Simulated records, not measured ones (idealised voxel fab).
Name of the process module below: voxel tone inversion
Displayed cross-section: cut, width of 160 nm, square cells sized 5 nm.
Each cross-section below is a grid of square cells, stated as bands in top-down order, with one or more rows of cells making up each band.
Band: top height; bottom height; in nm. Then, left to right: material with width in nm, for each material. "full width": a single material spanning edge to edge. "empty": empty space.
Ref level 0: as-received wafer is one material below here. Bottom band extends down with no lower bound ("0 nm and below").
Per-row width for "30->40": begins at first number (top row of band), ends at second number (bottom row), increment between rows held constant.
Key: "no alteration" - step with no changed cell in the cross-section.
You'll see "Cavities, closed" listing empty spaces that have no way open to the top, as long as they're 8 cells or more; the notation is width x height at distance, where the distance is from the left edge, and all of it is in nm.
Anything after a step's settings on that line? It's the simulator's own note about the step.
When a step includes a mask, the "overlay nm" setting on its line states how far to the right of its planned place that mask lay, and negative values state how far to the left.

So here's the lineup of process steps we planned:
1) RECEIVE | material Si
2) CONFORMAL_DEP | material SiCN | thk nm 5
3) DIRECTIONAL_DEP | material aC | thk nm 25
4) PATTERN | tone cover | mask id POSTS | material resist | width nm 25 | pitch nm 40 | thk nm 30 | overlay nm 0
5) DIRECTIONAL_ETCH | etch materials aC | depth nm 25
6) STRIP | etch materials resist
7) FILL_DEP | material SiO2 | thk nm 5
8) CMP | height nm 20
9) STRIP | etch materials aC
Be aware that, although all wafers share a common starting state, the height nm at step 8 differs among them, and the plan displays the first wafer's value.

Cross-section, first of several wafers, as delivered after step 1:
0 nm and below: Si full width
Cavities, closed: none

So in this table every wafer gets its own row, and what you see is where it stands at the end of the module: for each material, how many cells it picked up (+) or gave up (-) since we received it, and after that its closed voids:
height nm 20 | +32 SiCN | +51 SiO2 | Cavities, closed: none
height nm 25 | +32 SiCN | +68 SiO2 | Cavities, closed: none
height nm 30 | +32 SiCN | +85 SiO2 | Cavities, closed: none
height nm 35 | +32 SiCN | +117 SiO2 | +75 aC | Cavities, closed: none
